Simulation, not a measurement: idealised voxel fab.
Name of the process module below: voxel gate over fins
It is cross-section cut that appears here, measuring 285 nm in width, its square cells being 5 nm in size.
Throughout this document, each cross-section is represented as a grid of square cells and is presented as a sequence of bands enumerated from the top downward, where a band comprises one or more rows of cells.
It is stipulated that each band's entry specify, in nanometres, the height of the top of the band and then that of its bottom, followed by the materials of the band in left-to-right sequence, each together with its width in nanometres. A single material marked by the word "all across" is understood to fill the band from edge to edge; the word "blank" is understood to denote empty space.
Note: height 0 marks the level under which the wafer is uniformly one material as received. Lowest band unbounded below, written "0..down".
With a width like "30->40", each row of cells in the band differs from the next by the same amount, the top row carrying the first number and the bottom row the second.
Where the words "nothing was modified" appear for a step, the cross-section shows no cell changed by that step; every cell remained as before.
"Trapped voids" specifies each empty space that is not open to the top and that occupies no fewer than 8 cells, using the form width x height at distance, the distance measured from the left edge and all three quantities in nm.
Where a step's line continues beyond its settings, the continuation is a remark by the simulator itself on that step.
On any step carrying a mask, the "overlay nm" setting, if present on the step's line, tells how far right of its planned place the mask lay; negative values point to the left.
-- Process steps (planned)
step 1: RECEIVE: material Si
step 2: CONFORMAL_DEP: material SiN, thk nm 10
step 3: MASKED_ETCH: tone cover, mask id FINS, width nm 15, pitch nm 40, etch materials SiN, depth nm 10, overlay nm 0
step 4: MASKED_ETCH: tone cover, mask id FINS, width nm 15, pitch nm 40, etch materials Si, depth nm 40, overlay nm 0
step 5: OXIDIZE: depth nm 5
step 6: FILL_DEP: material SiO2, thk nm 10
step 7: CMP: height nm 10
step 8: SELECTIVE_ETCH: etch materials SiO2, depth nm 25
step 9: STRIP: etch materials SiN
step 10: CONFORMAL_DEP: material HfO2, thk nm 5
step 11: CONFORMAL_DEP: material TiN, thk nm 5
step 12: FILL_DEP: material W, thk nm 15
step 13: CMP: height nm 20
step 14: CONFORMAL_DEP: material SiN, thk nm 5
-- What follows covers the first of two wafers; it ran as planned
-- Wafer as received: cross-section following step 1
  0..down: Si all across
  Trapped voids: none
-- Cross-section: wafer state after step 2
  10..0: SiN all across
  For the remainder of the cross-section, below 0, there is no change.
-- Cross-section: wafer state after step 3
  10..0: blank 75 nm, SiN 15 nm, blank 25 nm, SiN 15 nm, blank 25 nm, SiN 15 nm, blank 25 nm, SiN 15 nm, blank 75 nm
  For the remainder of the cross-section, below 0, there is no change.
-- Cross-section: wafer state after step 4
  10..0: blank 75 nm, SiN 15 nm, blank 25 nm, SiN 15 nm, blank 25 nm, SiN 15 nm, blank 25 nm, SiN 15 nm, blank 75 nm
  0..-40: blank 75 nm, Si 15 nm, blank 25 nm, Si 15 nm, blank 25 nm, Si 15 nm, blank 25 nm, Si 15 nm, blank 75 nm
  For the remainder of the cross-section, below -40, there is no change.
-- Cross-section: wafer state after step 5
  10..0: blank 75 nm, SiN 15 nm, blank 25 nm, SiN 15 nm, blank 25 nm, SiN 15 nm, blank 25 nm, SiN 15 nm, blank 75 nm
  0..-40: blank 75 nm, SiO2 5 nm, Si 5 nm, SiO2 5 nm, blank 25 nm, SiO2 5 nm, Si 5 nm, SiO2 5 nm, blank 25 nm, SiO2 5 nm, Si 5 nm, SiO2 5 nm, blank 25 nm, SiO2 5 nm, Si 5 nm, SiO2 5 nm, blank 75 nm
  -40..-45: SiO2 80 nm, Si 5 nm, SiO2 35 nm, Si 5 nm, SiO2 35 nm, Si 5 nm, SiO2 35 nm, Si 5 nm, SiO2 80 nm
  For the remainder of the cross-section, below -45, there is no change.
-- Cross-section: wafer state after step 6
  20..10: SiO2 all across
  10..0: SiO2 75 nm, SiN 15 nm, SiO2 25 nm, SiN 15 nm, SiO2 25 nm, SiN 15 nm, SiO2 25 nm, SiN 15 nm, SiO2 75 nm
  0..-45: SiO2 80 nm, Si 5 nm, SiO2 35 nm, Si 5 nm, SiO2 35 nm, Si 5 nm, SiO2 35 nm, Si 5 nm, SiO2 80 nm
  For the remainder of the cross-section, below -45, there is no change.
-- Cross-section: wafer state after step 7
  10..0: SiO2 75 nm, SiN 15 nm, SiO2 25 nm, SiN 15 nm, SiO2 25 nm, SiN 15 nm, SiO2 25 nm, SiN 15 nm, SiO2 75 nm
  For the remainder of the cross-section, below 0, there is no change.
-- Cross-section: wafer state after step 8
  10..0: blank 75 nm, SiN 15 nm, blank 25 nm, SiN 15 nm, blank 25 nm, SiN 15 nm, blank 25 nm, SiN 15 nm, blank 75 nm
  0..-15: blank 80 nm, Si 5 nm, blank 35 nm, Si 5 nm, blank 35 nm, Si 5 nm, blank 35 nm, Si 5 nm, blank 80 nm
  For the remainder of the cross-section, below -15, there is no change.
-- Cross-section: wafer state after step 9
  0..-15: blank 80 nm, Si 5 nm, blank 35 nm, Si 5 nm, blank 35 nm, Si 5 nm, blank 35 nm, Si 5 nm, blank 80 nm
  For the remainder of the cross-section, below -15, there is no change.
-- Cross-section: wafer state after step 10
  5..0: blank 75 nm, HfO2 15 nm, blank 25 nm, HfO2 15 nm, blank 25 nm, HfO2 15 nm, blank 25 nm, HfO2 15 nm, blank 75 nm
  0..-10: blank 75 nm, HfO2 5 nm, Si 5 nm, HfO2 5 nm, blank 25 nm, HfO2 5 nm, Si 5 nm, HfO2 5 nm, blank 25 nm, HfO2 5 nm, Si 5 nm, HfO2 5 nm, blank 25 nm, HfO2 5 nm, Si 5 nm, HfO2 5 nm, blank 75 nm
  -10..-15: HfO2 80 nm, Si 5 nm, HfO2 35 nm, Si 5 nm, HfO2 35 nm, Si 5 nm, HfO2 35 nm, Si 5 nm, HfO2 80 nm
  For the remainder of the cross-section, below -15, there is no change.
-- Cross-section: wafer state after step 11
  10..5: blank 70 nm, TiN 25 nm, blank 15 nm, TiN 25 nm, blank 15 nm, TiN 25 nm, blank 15 nm, TiN 25 nm, blank 70 nm
  5..0: blank 70 nm, TiN 5 nm, HfO2 15 nm, TiN 5 nm, blank 15 nm, TiN 5 nm, HfO2 15 nm, TiN 5 nm, blank 15 nm, TiN 5 nm, HfO2 15 nm, TiN 5 nm, blank 15 nm, TiN 5 nm, HfO2 15 nm, TiN 5 nm, blank 70 nm
  0..-5: blank 70 nm, TiN 5 nm, HfO2 5 nm, Si 5 nm, HfO2 5 nm, TiN 5 nm, blank 15 nm, TiN 5 nm, HfO2 5 nm, Si 5 nm, HfO2 5 nm, TiN 5 nm, blank 15 nm, TiN 5 nm, HfO2 5 nm, Si 5 nm, HfO2 5 nm, TiN 5 nm, blank 15 nm, TiN 5 nm, HfO2 5 nm, Si 5 nm, HfO2 5 nm, TiN 5 nm, blank 70 nm
  -5..-10: TiN 75 nm, HfO2 5 nm, Si 5 nm, HfO2 5 nm, TiN 25 nm, HfO2 5 nm, Si 5 nm, HfO2 5 nm, TiN 25 nm, HfO2 5 nm, Si 5 nm, HfO2 5 nm, TiN 25 nm, HfO2 5 nm, Si 5 nm, HfO2 5 nm, TiN 75 nm
  For the remainder of the cross-section, below -10, there is no change.
-- Cross-section: wafer state after step 12
  25..10: W all across
  10..5: W 70 nm, TiN 25 nm, W 15 nm, TiN 25 nm, W 15 nm, TiN 25 nm, W 15 nm, TiN 25 nm, W 70 nm
  5..0: W 70 nm, TiN 5 nm, HfO2 15 nm, TiN 5 nm, W 15 nm, TiN 5 nm, HfO2 15 nm, TiN 5 nm, W 15 nm, TiN 5 nm, HfO2 15 nm, TiN 5 nm, W 15 nm, TiN 5 nm, HfO2 15 nm, TiN 5 nm, W 70 nm
  0..-5: W 70 nm, TiN 5 nm, HfO2 5 nm, Si 5 nm, HfO2 5 nm, TiN 5 nm, W 15 nm, TiN 5 nm, HfO2 5 nm, Si 5 nm, HfO2 5 nm, TiN 5 nm, W 15 nm, TiN 5 nm, HfO2 5 nm, Si 5 nm, HfO2 5 nm, TiN 5 nm, W 15 nm, TiN 5 nm, HfO2 5 nm, Si 5 nm, HfO2 5 nm, TiN 5 nm, W 70 nm
  For the remainder of the cross-section, below -5, there is no change.
-- Cross-section: wafer state after step 13
  20..10: W all across
  For the remainder of the cross-section, below 10, there is no change.
-- Cross-section: wafer state after step 14
  25..20: SiN all across
  For the remainder of the cross-section, below 20, there is no change.
-- Regarding the second of the two wafers: it shared the first wafer's starting condition and process plan, yet one error occurred during its execution. Its history coincides with that of the first wafer up to and including step 13
-- Cross-section of the second wafer when, according to plan, step 14 should have finished
  35..20: SiN all across
  For the remainder of the cross-section, below 20, there is no change.
Misprocessing identified: step 14: run off-plan, actual operation and settings CONFORMAL_DEP: material SiN, thk nm 15
Wafer comparison, final, in cells, second relative to first, materials more or fewer: SiN +114
